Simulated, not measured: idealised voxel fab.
This section sets out a process module, namely voxel transistor to metal.
Pictured: cross-section cut, 150 nm wide, on a grid of 5 nm square cells.
When this document writes out a cross-section, it uses a grid of square cells and lists it as bands, beginning at the top and moving down, with a band standing for one or more rows of cells. Band: top height; bottom height; in nm. Then, left to right: material with width in nm, for each material. "everywhere": a single material spanning edge to edge. "empty": empty space. It should be noted that heights are counted from 0, beneath which the wafer as supplied is of one material throughout, and that the lowest band possesses no lower boundary but continues downward, as written in "z 0 and below". Width: "30 to 40" (first number = top row, second number = bottom row, same change from row to row of cells). It should be understood that the words "no change occurred", when stated for a given step, signify that the cross-section underwent no change in any of its cells during that step. "Sealed internal voids" - sealed voids, min. 8 cells, no opening to top; format: width x height at distance (distance from left edge; nm throughout). On each step's line, the part that comes after the settings is the simulator's own comment on the step. For masked steps, "overlay nm" on the step line gives how far right of plan the mask actually lay; a minus sign means it lay to the left.

The process steps that were planned are listed below:
1) RECEIVE | material Si
2) CONFORMAL_DEP | material SiO2 | thk nm 5
3) CONFORMAL_DEP | material SiN | thk nm 10
4) PATTERN | tone cover | mask id ACTIVE | material resist | width nm 90 | thk nm 15 | overlay nm 0
5) DIRECTIONAL_ETCH | etch materials SiN | depth nm 10
6) DIRECTIONAL_ETCH | etch materials SiO2 | depth nm 5
7) DIRECTIONAL_ETCH | etch materials Si | depth nm 30
8) STRIP | etch materials resist
9) FILL_DEP | material SiO2 | thk nm 5
10) CMP | height nm 15
11) SELECTIVE_ETCH | etch materials SiO2 | depth nm 5
12) STRIP | etch materials SiN
13) SELECTIVE_ETCH | etch materials SiO2 | depth nm 5
14) OXIDIZE | depth nm 5
15) DIRECTIONAL_DEP | material polySi | thk nm 30
16) DIRECTIONAL_DEP | material SiCN | thk nm 15
17) DIRECTIONAL_DEP | material aC | thk nm 15
18) PATTERN | tone cover | mask id GATE | material resist | width nm 20 | thk nm 35 | overlay nm 0
19) DIRECTIONAL_ETCH | etch materials aC | depth nm 15
20) STRIP | etch materials resist
21) DIRECTIONAL_ETCH | etch materials SiCN | depth nm 25
22) DIRECTIONAL_ETCH | etch materials polySi | depth nm 40
23) STRIP | etch materials aC
24) CONFORMAL_DEP | material SiN | thk nm 5
25) DIRECTIONAL_ETCH | etch materials SiN | depth nm 5
26) DIRECTIONAL_ETCH | etch materials SiO2 | depth nm 5
27) DIRECTIONAL_ETCH | etch materials Si | depth nm 10
28) EPI | material SiGe | thk nm 15
29) FILL_DEP | material SiO2 | thk nm 10
30) CMP | height nm 45
31) DIRECTIONAL_DEP | material SiO2 | thk nm 15
32) DIRECTIONAL_DEP | material aC | thk nm 15
33) PATTERN | tone open | mask id CONTACT | material resist | width nm 15 | pitch nm 65 | thk nm 35 | overlay nm 0
34) DIRECTIONAL_ETCH | etch materials aC | depth nm 15
35) STRIP | etch materials resist
36) DIRECTIONAL_ETCH | etch materials SiO2 | depth nm 60
37) STRIP | etch materials aC
38) CONFORMAL_DEP | material TiN | thk nm 5
39) FILL_DEP | material Ru | thk nm 5
40) CMP | height nm 60
41) CONFORMAL_DEP | material SiN | thk nm 5
42) DIRECTIONAL_DEP | material SiO2 | thk nm 25
43) MASKED_ETCH | tone open | mask id METAL_1 | width nm 15 | pitch nm 65 | etch materials SiO2 | depth nm 25 | overlay nm 0
44) MASKED_ETCH | tone open | mask id METAL_1 | width nm 15 | pitch nm 65 | etch materials SiN | depth nm 5 | overlay nm 0
45) CONFORMAL_DEP | material TiN | thk nm 5
46) FILL_DEP | material Ru | thk nm 5
47) CMP | height nm 90
48) CONFORMAL_DEP | material SiCN | thk nm 5

First of the two wafers, run per plan:

Step 1 complete: cross-section of the wafer as received:
  z 0 and below | Si everywhere
  Sealed internal voids: none

You're looking at a cross-section of the wafer after step 2:
  z 5 to 0 | SiO2 everywhere
  Anything lower than 0 is untouched.

You're looking at a cross-section of the wafer after step 3:
  z 15 to 5 | SiN everywhere
  Anything lower than 5 is untouched.

You're looking at a cross-section of the wafer after step 4:
  z 30 to 15 | empty 30, then resist 90, then empty 30
  Anything lower than 15 is untouched.

You're looking at a cross-section of the wafer after step 5:
  z 30 to 15 | empty 30, then resist 90, then empty 30
  z 15 to 5 | empty 30, then SiN 90, then empty 30
  Anything lower than 5 is untouched.

You're looking at a cross-section of the wafer after step 6:
  z 30 to 15 | empty 30, then resist 90, then empty 30
  z 15 to 5 | empty 30, then SiN 90, then empty 30
  z 5 to 0 | empty 30, then SiO2 90, then empty 30
  Anything lower than 0 is untouched.

You're looking at a cross-section of the wafer after step 7:
  z 30 to 15 | empty 30, then resist 90, then empty 30
  z 15 to 5 | empty 30, then SiN 90, then empty 30
  z 5 to 0 | empty 30, then SiO2 90, then empty 30
  z 0 to -30 | empty 30, then Si 90, then empty 30
  Anything lower than -30 is untouched.

You're looking at a cross-section of the wafer after step 8:
  z 15 to 5 | empty 30, then SiN 90, then empty 30
  Anything lower than 5 is untouched.

You're looking at a cross-section of the wafer after step 9:
  z 20 to 15 | SiO2 everywhere
  z 15 to 5 | SiO2 30, then SiN 90, then SiO2 30
  z 5 to 0 | SiO2 everywhere
  z 0 to -30 | SiO2 30, then Si 90, then SiO2 30
  Anything lower than -30 is untouched.

You're looking at a cross-section of the wafer after step 10:
  z 15 to 5 | SiO2 30, then SiN 90, then SiO2 30
  Anything lower than 5 is untouched.

You're looking at a cross-section of the wafer after step 11:
  z 15 to 10 | empty 30, then SiN 90, then empty 30
  Anything lower than 10 is untouched.

You're looking at a cross-section of the wafer after step 12:
  z 10 to 5 | SiO2 30, then empty 90, then SiO2 30
  Anything lower than 5 is untouched.

You're looking at a cross-section of the wafer after step 13:
  z 5 to 0 | SiO2 25, then empty 100, then SiO2 25
  Anything lower than 0 is untouched.

You're looking at a cross-section of the wafer after step 14:
  z 5 to 0 | SiO2 25, then empty 100, then SiO2 25
  z 0 to -5 | SiO2 everywhere
  Anything lower than -5 is untouched.

You're looking at a cross-section of the wafer after step 15:
  z 35 to 30 | polySi 25, then empty 100, then polySi 25
  z 30 to 5 | polySi everywhere
  z 5 to 0 | SiO2 25, then polySi 100, then SiO2 25
  Anything lower than 0 is untouched.

You're looking at a cross-section of the wafer after step 16:
  z 50 to 45 | SiCN 25, then empty 100, then SiCN 25
  z 45 to 35 | SiCN everywhere
  z 35 to 30 | polySi 25, then SiCN 100, then polySi 25
  Anything lower than 30 is untouched.

You're looking at a cross-section of the wafer after step 17:
  z 65 to 60 | aC 25, then empty 100, then aC 25
  z 60 to 50 | aC everywhere
  z 50 to 45 | SiCN 25, then aC 100, then SiCN 25
  Anything lower than 45 is untouched.

You're looking at a cross-section of the wafer after step 18:
  z 100 to 65 | empty 65, then resist 20, then empty 65
  z 65 to 60 | aC 25, then empty 40, then resist 20, then empty 40, then aC 25
  Anything lower than 60 is untouched.

You're looking at a cross-section of the wafer after step 19:
  z 85 to 60 | empty 65, then resist 20, then empty 65
  z 60 to 50 | empty 65, then aC 20, then empty 65
  z 50 to 45 | SiCN 25, then empty 40, then aC 20, then empty 40, then SiCN 25
  Anything lower than 45 is untouched.

You're looking at a cross-section of the wafer after step 20:
  z 60 to 50 | empty 65, then aC 20, then empty 65
  Anything lower than 50 is untouched.

You're looking at a cross-section of the wafer after step 21:
  z 60 to 45 | empty 65, then aC 20, then empty 65
  z 45 to 35 | empty 65, then SiCN 20, then empty 65
  z 35 to 30 | polySi 25, then empty 40, then SiCN 20, then empty 40, then polySi 25
  Anything lower than 30 is untouched.

You're looking at a cross-section of the wafer after step 22:
  z 60 to 45 | empty 65, then aC 20, then empty 65
  z 45 to 30 | empty 65, then SiCN 20, then empty 65
  z 30 to 5 | empty 65, then polySi 20, then empty 65
  z 5 to 0 | SiO2 25, then empty 40, then polySi 20, then empty 40, then SiO2 25
  Anything lower than 0 is untouched.

You're looking at a cross-section of the wafer after step 23:
  z 45 to 30 | empty 65, then SiCN 20, then empty 65
  Anything lower than 30 is untouched.

You're looking at a cross-section of the wafer after step 24:
  z 50 to 45 | empty 60, then SiN 30, then empty 60
  z 45 to 30 | empty 60, then SiN 5, then SiCN 20, then SiN 5, then empty 60
  z 30 to 10 | empty 60, then SiN 5, then polySi 20, then SiN 5, then empty 60
  z 10 to 5 | SiN 30, then empty 30, then SiN 5, then polySi 20, then SiN 5, then empty 30, then SiN 30
  z 5 to 0 | SiO2 25, then SiN 40, then polySi 20, then SiN 40, then SiO2 25
  Anything lower than 0 is untouched.

You're looking at a cross-section of the wafer after step 25:
  z 45 to 30 | empty 60, then SiN 5, then SiCN 20, then SiN 5, then empty 60
  z 30 to 5 | empty 60, then SiN 5, then polySi 20, then SiN 5, then empty 60
  z 5 to 0 | SiO2 25, then SiN 5, then empty 30, then SiN 5, then polySi 20, then SiN 5, then empty 30, then SiN 5, then SiO2 25
  Anything lower than 0 is untouched.

You're looking at a cross-section of the wafer after step 26:
  z 45 to 30 | empty 60, then SiN 5, then SiCN 20, then SiN 5, then empty 60
  z 30 to 5 | empty 60, then SiN 5, then polySi 20, then SiN 5, then empty 60
  z 5 to 0 | empty 25, then SiN 5, then empty 30, then SiN 5, then polySi 20, then SiN 5, then empty 30, then SiN 5, then empty 25
  z 0 to -5 | SiO2 30, then empty 30, then SiO2 30, then empty 30, then SiO2 30
  Anything lower than -5 is untouched.

You're looking at a cross-section of the wafer after step 27:
  z 45 to 30 | empty 60, then SiN 5, then SiCN 20, then SiN 5, then empty 60
  z 30 to 5 | empty 60, then SiN 5, then polySi 20, then SiN 5, then empty 60
  z 5 to 0 | empty 25, then SiN 5, then empty 30, then SiN 5, then polySi 20, then SiN 5, then empty 30, then SiN 5, then empty 25
  z 0 to -5 | SiO2 30, then empty 30, then SiO2 30, then empty 30, then SiO2 30
  z -5 to -15 | SiO2 30, then empty 30, then Si 30, then empty 30, then SiO2 30
  Anything lower than -15 is untouched.

You're looking at a cross-section of the wafer after step 28:
  z 45 to 30 | empty 60, then SiN 5, then SiCN 20, then SiN 5, then empty 60
  z 30 to 10 | empty 60, then SiN 5, then polySi 20, then SiN 5, then empty 60
  z 10 to 5 | empty 45, then SiGe 15, then SiN 5, then polySi 20, then SiN 5, then SiGe 15, then empty 45
  z 5 to 0 | empty 25, then SiN 5, then empty 15, then SiGe 15, then SiN 5, then polySi 20, then SiN 5, then SiGe 15, then empty 15, then SiN 5, then empty 25
  z 0 to -5 | SiO2 30, then SiGe 30, then SiO2 30, then SiGe 30, then SiO2 30
  z -5 to -15 | SiO2 30, then SiGe 30, then Si 30, then SiGe 30, then SiO2 30
  Anything lower than -15 is untouched.

You're looking at a cross-section of the wafer after step 29:
  z 55 to 45 | SiO2 everywhere
  z 45 to 30 | SiO2 60, then SiN 5, then SiCN 20, then SiN 5, then SiO2 60
  z 30 to 10 | SiO2 60, then SiN 5, then polySi 20, then SiN 5, then SiO2 60
  z 10 to 5 | SiO2 45, then SiGe 15, then SiN 5, then polySi 20, then SiN 5, then SiGe 15, then SiO2 45
  z 5 to 0 | SiO2 25, then SiN 5, then SiO2 15, then SiGe 15, then SiN 5, then polySi 20, then SiN 5, then SiGe 15, then SiO2 15, then SiN 5, then SiO2 25
  Anything lower than 0 is untouched.

You're looking at a cross-section of the wafer after step 30:
  z 45 to 30 | SiO2 60, then SiN 5, then SiCN 20, then SiN 5, then SiO2 60
  Anything lower than 30 is untouched.

You're looking at a cross-section of the wafer after step 31:
  z 60 to 45 | SiO2 everywhere
  Anything lower than 45 is untouched.

You're looking at a cross-section of the wafer after step 32:
  z 75 to 60 | aC everywhere
  Anything lower than 60 is untouched.

You're looking at a cross-section of the wafer after step 33:
  z 110 to 75 | resist 35, then empty 15, then resist 50, then empty 15, then resist 35
  Anything lower than 75 is untouched.

You're looking at a cross-section of the wafer after step 34:
  z 95 to 75 | resist 35, then empty 15, then resist 50, then empty 15, then resist 35
  z 75 to 60 | aC 35, then empty 15, then aC 50, then empty 15, then aC 35
  Anything lower than 60 is untouched.

You're looking at a cross-section of the wafer after step 35:
  z 75 to 60 | aC 35, then empty 15, then aC 50, then empty 15, then aC 35
  Anything lower than 60 is untouched.

You're looking at a cross-section of the wafer after step 36:
  z 75 to 60 | aC 35, then empty 15, then aC 50, then empty 15, then aC 35
  z 60 to 45 | SiO2 35, then empty 15, then SiO2 50, then empty 15, then SiO2 35
  z 45 to 30 | SiO2 35, then empty 15, then SiO2 10, then SiN 5, then SiCN 20, then SiN 5, then SiO2 10, then empty 15, then SiO2 35
  z 30 to 10 | SiO2 35, then empty 15, then SiO2 10, then SiN 5, then polySi 20, then SiN 5, then SiO2 10, then empty 15, then SiO2 35
  z 10 to 5 | SiO2 35, then empty 10, then SiGe 15, then SiN 5, then polySi 20, then SiN 5, then SiGe 15, then empty 10, then SiO2 35
  z 5 to 0 | SiO2 25, then SiN 5, then SiO2 5, then empty 10, then SiGe 15, then SiN 5, then polySi 20, then SiN 5, then SiGe 15, then empty 10, then SiO2 5, then SiN 5, then SiO2 25
  Anything lower than 0 is untouched.

You're looking at a cross-section of the wafer after step 37:
  z 60 to 45 | SiO2 35, then empty 15, then SiO2 50, then empty 15, then SiO2 35
  Anything lower than 45 is untouched.

You're looking at a cross-section of the wafer after step 38:
  z 65 to 60 | TiN 40, then empty 5, then TiN 60, then empty 5, then TiN 40
  z 60 to 45 | SiO2 35, then TiN 5, then empty 5, then TiN 5, then SiO2 50, then TiN 5, then empty 5, then TiN 5, then SiO2 35
  z 45 to 30 | SiO2 35, then TiN 5, then empty 5, then TiN 5, then SiO2 10, then SiN 5, then SiCN 20, then SiN 5, then SiO2 10, then TiN 5, then empty 5, then TiN 5, then SiO2 35
  z 30 to 15 | SiO2 35, then TiN 5, then empty 5, then TiN 5, then SiO2 10, then SiN 5, then polySi 20, then SiN 5, then SiO2 10, then TiN 5, then empty 5, then TiN 5, then SiO2 35
  z 15 to 10 | SiO2 35, then TiN 15, then SiO2 10, then SiN 5, then polySi 20, then SiN 5, then SiO2 10, then TiN 15, then SiO2 35
  z 10 to 5 | SiO2 35, then TiN 10, then SiGe 15, then SiN 5, then polySi 20, then SiN 5, then SiGe 15, then TiN 10, then SiO2 35
  z 5 to 0 | SiO2 25, then SiN 5, then SiO2 5, then TiN 10, then SiGe 15, then SiN 5, then polySi 20, then SiN 5, then SiGe 15, then TiN 10, then SiO2 5, then SiN 5, then SiO2 25
  Anything lower than 0 is untouched.

You're looking at a cross-section of the wafer after step 39:
  z 70 to 65 | Ru everywhere
  z 65 to 60 | TiN 40, then Ru 5, then TiN 60, then Ru 5, then TiN 40
  z 60 to 45 | SiO2 35, then TiN 5, then Ru 5, then TiN 5, then SiO2 50, then TiN 5, then Ru 5, then TiN 5, then SiO2 35
  z 45 to 30 | SiO2 35, then TiN 5, then Ru 5, then TiN 5, then SiO2 10, then SiN 5, then SiCN 20, then SiN 5, then SiO2 10, then TiN 5, then Ru 5, then TiN 5, then SiO2 35
  z 30 to 15 | SiO2 35, then TiN 5, then Ru 5, then TiN 5, then SiO2 10, then SiN 5, then polySi 20, then SiN 5, then SiO2 10, then TiN 5, then Ru 5, then TiN 5, then SiO2 35
  Anything lower than 15 is untouched.

You're looking at a cross-section of the wafer after step 40:
  z 60 to 45 | SiO2 35, then TiN 5, then Ru 5, then TiN 5, then SiO2 50, then TiN 5, then Ru 5, then TiN 5, then SiO2 35
  Anything lower than 45 is untouched.

You're looking at a cross-section of the wafer after step 41:
  z 65 to 60 | SiN everywhere
  Anything lower than 60 is untouched.

You're looking at a cross-section of the wafer after step 42:
  z 90 to 65 | SiO2 everywhere
  Anything lower than 65 is untouched.

You're looking at a cross-section of the wafer after step 43:
  z 90 to 65 | SiO2 35, then empty 15, then SiO2 50, then empty 15, then SiO2 35
  Anything lower than 65 is untouched.

You're looking at a cross-section of the wafer after step 44:
  z 90 to 65 | SiO2 35, then empty 15, then SiO2 50, then empty 15, then SiO2 35
  z 65 to 60 | SiN 35, then empty 15, then SiN 50, then empty 15, then SiN 35
  Anything lower than 60 is untouched.

You're looking at a cross-section of the wafer after step 45:
  z 95 to 90 | TiN 40, then empty 5, then TiN 60, then empty 5, then TiN 40
  z 90 to 65 | SiO2 35, then TiN 5, then empty 5, then TiN 5, then SiO2 50, then TiN 5, then empty 5, then TiN 5, then SiO2 35
  z 65 to 60 | SiN 35, then TiN 15, then SiN 50, then TiN 15, then SiN 35
  Anything lower than 60 is untouched.

You're looking at a cross-section of the wafer after step 46:
  z 100 to 95 | Ru everywhere
  z 95 to 90 | TiN 40, then Ru 5, then TiN 60, then Ru 5, then TiN 40
  z 90 to 65 | SiO2 35, then TiN 5, then Ru 5, then TiN 5, then SiO2 50, then TiN 5, then Ru 5, then TiN 5, then SiO2 35
  Anything lower than 65 is untouched.

You're looking at a cross-section of the wafer after step 47:
  z 90 to 65 | SiO2 35, then TiN 5, then Ru 5, then TiN 5, then SiO2 50, then TiN 5, then Ru 5, then TiN 5, then SiO2 35
  Anything lower than 65 is untouched.

You're looking at a cross-section of the wafer after step 48:
  z 95 to 90 | SiCN everywhere
  Anything lower than 90 is untouched.

Wafer two: like wafer one in start and plan, but with one mistake in execution; identical up to and including step 6:

when step 7 should have ended:
  z 30 to 15 | empty 30, then resist 90, then empty 30
  z 15 to 5 | empty 30, then SiN 90, then empty 30
  z 5 to 0 | empty 30, then SiO2 90, then empty 30
  z 0 to -60 | empty 30, then Si 90, then empty 30
  Anything lower than -60 is untouched.

when step 8 should have ended:
  z 15 to 5 | empty 30, then SiN 90, then empty 30
  Anything lower than 5 is untouched.

when step 9 should have ended:
  z 20 to 15 | SiO2 everywhere
  z 15 to 5 | SiO2 30, then SiN 90, then SiO2 30
  z 5 to 0 | SiO2 everywhere
  z 0 to -60 | SiO2 30, then Si 90, then SiO2 30
  Anything lower than -60 is untouched.

when step 10 should have ended:
  z 15 to 5 | SiO2 30, then SiN 90, then SiO2 30
  Anything lower than 5 is untouched.

when step 11 should have ended:
  z 15 to 10 | empty 30, then SiN 90, then empty 30
  Anything lower than 10 is untouched.

when step 12 should have ended:
  z 10 to 5 | SiO2 30, then empty 90, then SiO2 30
  Anything lower than 5 is untouched.

when step 13 should have ended:
  z 5 to 0 | SiO2 25, then empty 100, then SiO2 25
  Anything lower than 0 is untouched.

when step 14 should have ended:
  z 5 to 0 | SiO2 25, then empty 100, then SiO2 25
  z 0 to -5 | SiO2 everywhere
  Anything lower than -5 is untouched.

when step 15 should have ended:
  z 35 to 30 | polySi 25, then empty 100, then polySi 25
  z 30 to 5 | polySi everywhere
  z 5 to 0 | SiO2 25, then polySi 100, then SiO2 25
  Anything lower than 0 is untouched.

when step 16 should have ended:
  z 50 to 45 | SiCN 25, then empty 100, then SiCN 25
  z 45 to 35 | SiCN everywhere
  z 35 to 30 | polySi 25, then SiCN 100, then polySi 25
  Anything lower than 30 is untouched.

when step 17 should have ended:
  z 65 to 60 | aC 25, then empty 100, then aC 25
  z 60 to 50 | aC everywhere
  z 50 to 45 | SiCN 25, then aC 100, then SiCN 25
  Anything lower than 45 is untouched.

when step 18 should have ended:
  z 100 to 65 | empty 65, then resist 20, then empty 65
  z 65 to 60 | aC 25, then empty 40, then resist 20, then empty 40, then aC 25
  Anything lower than 60 is untouched.

when step 19 should have ended:
  z 85 to 60 | empty 65, then resist 20, then empty 65
  z 60 to 50 | empty 65, then aC 20, then empty 65
  z 50 to 45 | SiCN 25, then empty 40, then aC 20, then empty 40, then SiCN 25
  Anything lower than 45 is untouched.

when step 20 should have ended:
  z 60 to 50 | empty 65, then aC 20, then empty 65
  Anything lower than 50 is untouched.

when step 21 should have ended:
  z 60 to 45 | empty 65, then aC 20, then empty 65
  z 45 to 35 | empty 65, then SiCN 20, then empty 65
  z 35 to 30 | polySi 25, then empty 40, then SiCN 20, then empty 40, then polySi 25
  Anything lower than 30 is untouched.

when step 22 should have ended:
  z 60 to 45 | empty 65, then aC 20, then empty 65
  z 45 to 30 | empty 65, then SiCN 20, then empty 65
  z 30 to 5 | empty 65, then polySi 20, then empty 65
  z 5 to 0 | SiO2 25, then empty 40, then polySi 20, then empty 40, then SiO2 25
  Anything lower than 0 is untouched.

when step 23 should have ended:
  z 45 to 30 | empty 65, then SiCN 20, then empty 65
  Anything lower than 30 is untouched.

when step 24 should have ended:
  z 50 to 45 | empty 60, then SiN 30, then empty 60
  z 45 to 30 | empty 60, then SiN 5, then SiCN 20, then SiN 5, then empty 60
  z 30 to 10 | empty 60, then SiN 5, then polySi 20, then SiN 5, then empty 60
  z 10 to 5 | SiN 30, then empty 30, then SiN 5, then polySi 20, then SiN 5, then empty 30, then SiN 30
  z 5 to 0 | SiO2 25, then SiN 40, then polySi 20, then SiN 40, then SiO2 25
  Anything lower than 0 is untouched.

when step 25 should have ended:
  z 45 to 30 | empty 60, then SiN 5, then SiCN 20, then SiN 5, then empty 60
  z 30 to 5 | empty 60, then SiN 5, then polySi 20, then SiN 5, then empty 60
  z 5 to 0 | SiO2 25, then SiN 5, then empty 30, then SiN 5, then polySi 20, then SiN 5, then empty 30, then SiN 5, then SiO2 25
  Anything lower than 0 is untouched.

when step 26 should have ended:
  z 45 to 30 | empty 60, then SiN 5, then SiCN 20, then SiN 5, then empty 60
  z 30 to 5 | empty 60, then SiN 5, then polySi 20, then SiN 5, then empty 60
  z 5 to 0 | empty 25, then SiN 5, then empty 30, then SiN 5, then polySi 20, then SiN 5, then empty 30, then SiN 5, then empty 25
  z 0 to -5 | SiO2 30, then empty 30, then SiO2 30, then empty 30, then SiO2 30
  Anything lower than -5 is untouched.

when step 27 should have ended:
  z 45 to 30 | empty 60, then SiN 5, then SiCN 20, then SiN 5, then empty 60
  z 30 to 5 | empty 60, then SiN 5, then polySi 20, then SiN 5, then empty 60
  z 5 to 0 | empty 25, then SiN 5, then empty 30, then SiN 5, then polySi 20, then SiN 5, then empty 30, then SiN 5, then empty 25
  z 0 to -5 | SiO2 30, then empty 30, then SiO2 30, then empty 30, then SiO2 30
  z -5 to -15 | SiO2 30, then empty 30, then Si 30, then empty 30, then SiO2 30
  Anything lower than -15 is untouched.

when step 28 should have ended:
  z 45 to 30 | empty 60, then SiN 5, then SiCN 20, then SiN 5, then empty 60
  z 30 to 10 | empty 60, then SiN 5, then polySi 20, then SiN 5, then empty 60
  z 10 to 5 | empty 45, then SiGe 15, then SiN 5, then polySi 20, then SiN 5, then SiGe 15, then empty 45
  z 5 to 0 | empty 25, then SiN 5, then empty 15, then SiGe 15, then SiN 5, then polySi 20, then SiN 5, then SiGe 15, then empty 15, then SiN 5, then empty 25
  z 0 to -5 | SiO2 30, then SiGe 30, then SiO2 30, then SiGe 30, then SiO2 30
  z -5 to -15 | SiO2 30, then SiGe 30, then Si 30, then SiGe 30, then SiO2 30
  Anything lower than -15 is untouched.

when step 29 should have ended:
  z 55 to 45 | SiO2 everywhere
  z 45 to 30 | SiO2 60, then SiN 5, then SiCN 20, then SiN 5, then SiO2 60
  z 30 to 10 | SiO2 60, then SiN 5, then polySi 20, then SiN 5, then SiO2 60
  z 10 to 5 | SiO2 45, then SiGe 15, then SiN 5, then polySi 20, then SiN 5, then SiGe 15, then SiO2 45
  z 5 to 0 | SiO2 25, then SiN 5, then SiO2 15, then SiGe 15, then SiN 5, then polySi 20, then SiN 5, then SiGe 15, then SiO2 15, then SiN 5, then SiO2 25
  Anything lower than 0 is untouched.

when step 30 should have ended:
  z 45 to 30 | SiO2 60, then SiN 5, then SiCN 20, then SiN 5, then SiO2 60
  Anything lower than 30 is untouched.

when step 31 should have ended:
  z 60 to 45 | SiO2 everywhere
  Anything lower than 45 is untouched.

when step 32 should have ended:
  z 75 to 60 | aC everywhere
  Anything lower than 60 is untouched.

when step 33 should have ended:
  z 110 to 75 | resist 35, then empty 15, then resist 50, then empty 15, then resist 35
  Anything lower than 75 is untouched.

when step 34 should have ended:
  z 95 to 75 | resist 35, then empty 15, then resist 50, then empty 15, then resist 35
  z 75 to 60 | aC 35, then empty 15, then aC 50, then empty 15, then aC 35
  Anything lower than 60 is untouched.

when step 35 should have ended:
  z 75 to 60 | aC 35, then empty 15, then aC 50, then empty 15, then aC 35
  Anything lower than 60 is untouched.

when step 36 should have ended:
  z 75 to 60 | aC 35, then empty 15, then aC 50, then empty 15, then aC 35
  z 60 to 45 | SiO2 35, then empty 15, then SiO2 50, then empty 15, then SiO2 35
  z 45 to 30 | SiO2 35, then empty 15, then SiO2 10, then SiN 5, then SiCN 20, then SiN 5, then SiO2 10, then empty 15, then SiO2 35
  z 30 to 10 | SiO2 35, then empty 15, then SiO2 10, then SiN 5, then polySi 20, then SiN 5, then SiO2 10, then empty 15, then SiO2 35
  z 10 to 5 | SiO2 35, then empty 10, then SiGe 15, then SiN 5, then polySi 20, then SiN 5, then SiGe 15, then empty 10, then SiO2 35
  z 5 to 0 | SiO2 25, then SiN 5, then SiO2 5, then empty 10, then SiGe 15, then SiN 5, then polySi 20, then SiN 5, then SiGe 15, then empty 10, then SiO2 5, then SiN 5, then SiO2 25
  Anything lower than 0 is untouched.

when step 37 should have ended:
  z 60 to 45 | SiO2 35, then empty 15, then SiO2 50, then empty 15, then SiO2 35
  Anything lower than 45 is untouched.

when step 38 should have ended:
  z 65 to 60 | TiN 40, then empty 5, then TiN 60, then empty 5, then TiN 40
  z 60 to 45 | SiO2 35, then TiN 5, then empty 5, then TiN 5, then SiO2 50, then TiN 5, then empty 5, then TiN 5, then SiO2 35
  z 45 to 30 | SiO2 35, then TiN 5, then empty 5, then TiN 5, then SiO2 10, then SiN 5, then SiCN 20, then SiN 5, then SiO2 10, then TiN 5, then empty 5, then TiN 5, then SiO2 35
  z 30 to 15 | SiO2 35, then TiN 5, then empty 5, then TiN 5, then SiO2 10, then SiN 5, then polySi 20, then SiN 5, then SiO2 10, then TiN 5, then empty 5, then TiN 5, then SiO2 35
  z 15 to 10 | SiO2 35, then TiN 15, then SiO2 10, then SiN 5, then polySi 20, then SiN 5, then SiO2 10, then TiN 15, then SiO2 35
  z 10 to 5 | SiO2 35, then TiN 10, then SiGe 15, then SiN 5, then polySi 20, then SiN 5, then SiGe 15, then TiN 10, then SiO2 35
  z 5 to 0 | SiO2 25, then SiN 5, then SiO2 5, then TiN 10, then SiGe 15, then SiN 5, then polySi 20, then SiN 5, then SiGe 15, then TiN 10, then SiO2 5, then SiN 5, then SiO2 25
  Anything lower than 0 is untouched.

when step 39 should have ended:
  z 70 to 65 | Ru everywhere
  z 65 to 60 | TiN 40, then Ru 5, then TiN 60, then Ru 5, then TiN 40
  z 60 to 45 | SiO2 35, then TiN 5, then Ru 5, then TiN 5, then SiO2 50, then TiN 5, then Ru 5, then TiN 5, then SiO2 35
  z 45 to 30 | SiO2 35, then TiN 5, then Ru 5, then TiN 5, then SiO2 10, then SiN 5, then SiCN 20, then SiN 5, then SiO2 10, then TiN 5, then Ru 5, then TiN 5, then SiO2 35
  z 30 to 15 | SiO2 35, then TiN 5, then Ru 5, then TiN 5, then SiO2 10, then SiN 5, then polySi 20, then SiN 5, then SiO2 10, then TiN 5, then Ru 5, then TiN 5, then SiO2 35
  Anything lower than 15 is untouched.

when step 40 should have ended:
  z 60 to 45 | SiO2 35, then TiN 5, then Ru 5, then TiN 5, then SiO2 50, then TiN 5, then Ru 5, then TiN 5, then SiO2 35
  Anything lower than 45 is untouched.

when step 41 should have ended:
  z 65 to 60 | SiN everywhere
  Anything lower than 60 is untouched.

when step 42 should have ended:
  z 90 to 65 | SiO2 everywhere
  Anything lower than 65 is untouched.

when step 43 should have ended:
  z 90 to 65 | SiO2 35, then empty 15, then SiO2 50, then empty 15, then SiO2 35
  Anything lower than 65 is untouched.

when step 44 should have ended:
  z 90 to 65 | SiO2 35, then empty 15, then SiO2 50, then empty 15, then SiO2 35
  z 65 to 60 | SiN 35, then empty 15, then SiN 50, then empty 15, then SiN 35
  Anything lower than 60 is untouched.

when step 45 should have ended:
  z 95 to 90 | TiN 40, then empty 5, then TiN 60, then empty 5, then TiN 40
  z 90 to 65 | SiO2 35, then TiN 5, then empty 5, then TiN 5, then SiO2 50, then TiN 5, then empty 5, then TiN 5, then SiO2 35
  z 65 to 60 | SiN 35, then TiN 15, then SiN 50, then TiN 15, then SiN 35
  Anything lower than 60 is untouched.

when step 46 should have ended:
  z 100 to 95 | Ru everywhere
  z 95 to 90 | TiN 40, then Ru 5, then TiN 60, then Ru 5, then TiN 40
  z 90 to 65 | SiO2 35, then TiN 5, then Ru 5, then TiN 5, then SiO2 50, then TiN 5, then Ru 5, then TiN 5, then SiO2 35
  Anything lower than 65 is untouched.

when step 47 should have ended:
  z 90 to 65 | SiO2 35, then TiN 5, then Ru 5, then TiN 5, then SiO2 50, then TiN 5, then Ru 5, then TiN 5, then SiO2 35
  Anything lower than 65 is untouched.

when step 48 should have ended:
  z 95 to 90 | SiCN everywhere
  Anything lower than 90 is untouched.
Heads up, the wafer didn't run the way we planned it: step 7 of the plan was performed twice
Heads up, by the end the second wafer has more or fewer cells of some materials compared to the first: -72 Si | +72 SiO2
